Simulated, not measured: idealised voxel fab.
Title: Process Module voxel capacitor over wiring
Cross-section cut: width 165 nm, square cells of 5 nm.
When this document writes out a cross-section, it uses a grid of square cells and lists it as bands, beginning at the top and moving down, with a band standing for one or more rows of cells. Basically the band line says how high the top is and how high the bottom is, in nm, and then what's in it from left to right, every material with its width in nm. Empty space shows up as "blank", and if a single material carries "throughout" it runs the full band edge to edge. Heads up on the height convention: 0 is the point under which the incoming wafer is all one material, and the lowest band has no bottom, it just keeps going down, like "0 -> down". Graded width ("30->40"): value in top row of band = first number; value in bottom row = second number; row-to-row change constant. What does "same as before" mean for a step? It means no cell of the cross-section changed in that step. What "Fully closed voids" gives you is every empty space of 8 cells or more that is cut off from the top. Each appears as width x height at distance, with the distance taken from the left edge and width, height and distance all in nm. Whatever follows a step's settings on its line is a remark the simulator itself makes about that step. overlay nm: right-of-plan distance of the mask on a masked step; negative values mean left-of-plan.
**This section lists the process steps that were planned**
- 1: RECEIVE: material Si
- 2: CONFORMAL_DEP: material SiO2, thk nm 10
- 3: DIRECTIONAL_DEP: material TiN, thk nm 5
- 4: DIRECTIONAL_DEP: material Ru, thk nm 25
- 5: DIRECTIONAL_DEP: material aC, thk nm 15
- 6: PATTERN: tone cover, mask id METAL_1, material resist, width nm 20, pitch nm 75, thk nm 35, overlay nm 0
- 7: DIRECTIONAL_ETCH: etch materials aC, depth nm 15
- 8: STRIP: etch materials resist
- 9: DIRECTIONAL_ETCH: etch materials Ru, depth nm 25
- 10: DIRECTIONAL_ETCH: etch materials TiN, depth nm 5
- 11: STRIP: etch materials aC
- 12: FILL_DEP: material SiO2, thk nm 10
- 13: CMP: height nm 40
- 14: CONFORMAL_DEP: material SiCN, thk nm 5
- 15: DIRECTIONAL_DEP: material SiO2, thk nm 20
- 16: DIRECTIONAL_DEP: material aC, thk nm 15
- 17: PATTERN: tone open, mask id PLUG_1, material resist, width nm 15, thk nm 30, overlay nm 0
- 18: DIRECTIONAL_ETCH: etch materials aC, depth nm 15
- 19: STRIP: etch materials resist
- 20: DIRECTIONAL_ETCH: etch materials SiO2, depth nm 20
- 21: DIRECTIONAL_ETCH: etch materials SiCN, depth nm 5
- 22: STRIP: etch materials aC
- 23: EPI: material Ru, thk nm 10
- 24: EPI: material Ru, thk nm 10
- 25: EPI: material Ru, thk nm 5
- 26: DIRECTIONAL_DEP: material TiN, thk nm 5
- 27: DIRECTIONAL_DEP: material HfO2, thk nm 5
- 28: DIRECTIONAL_DEP: material TiN, thk nm 10
- 29: MASKED_ETCH: tone cover, mask id UPPER_PLATE, width nm 60, etch materials TiN, depth nm 10, overlay nm 0
- 30: MASKED_ETCH: tone cover, mask id UPPER_PLATE, width nm 60, etch materials HfO2, depth nm 5, overlay nm 0
- 31: MASKED_ETCH: tone cover, mask id LOWER_PLATE, width nm 70, etch materials TiN, depth nm 5, overlay nm 0
- 32: FILL_DEP: material SiO2, thk nm 20
- 33: CMP: height nm 100
- 34: MASKED_ETCH: tone open, mask id PLUG_2, width nm 15, etch materials SiO2, depth nm 15, overlay nm 0
- 35: CONFORMAL_DEP: material TiN, thk nm 5
- 36: FILL_DEP: material Cu, thk nm 10
- 37: CMP: height nm 100
- 38: CONFORMAL_DEP: material SiN, thk nm 5
**Received-state cross-section, reflecting completion of step 1**
	0 -> down: Si throughout
	Fully closed voids: none
**Cross-section, end of module. Start: as above. Plan: as above. Execution: one mistake**
	105 -> 100: SiN throughout
	100 -> 95: 50 SiO2 / 15 TiN / 100 SiO2
	95 -> 85: 40 SiO2 / 25 TiN / 100 SiO2
	85 -> 80: 40 SiO2 / 25 HfO2 / 35 TiN / 65 SiO2
	80 -> 75: 35 SiO2 / 65 TiN / 65 SiO2
	75 -> 70: 30 SiO2 / 35 Ru / 35 HfO2 / 65 SiO2
	70 -> 65: 30 SiO2 / 35 Ru / 40 TiN / 60 SiO2
	65 -> 45: 40 SiO2 / 15 Ru / 110 SiO2
	45 -> 40: 40 SiCN / 15 Ru / 110 SiCN
	40 -> 15: 35 SiO2 / 20 Ru / 55 SiO2 / 20 Ru / 35 SiO2
	15 -> 10: 35 SiO2 / 20 TiN / 55 SiO2 / 20 TiN / 35 SiO2
	10 -> 0: SiO2 throughout
	0 -> down: Si throughout
	Fully closed voids: none
Here's what went sideways: one of 23 and 24 got run twice; they're all identical, so no saying which
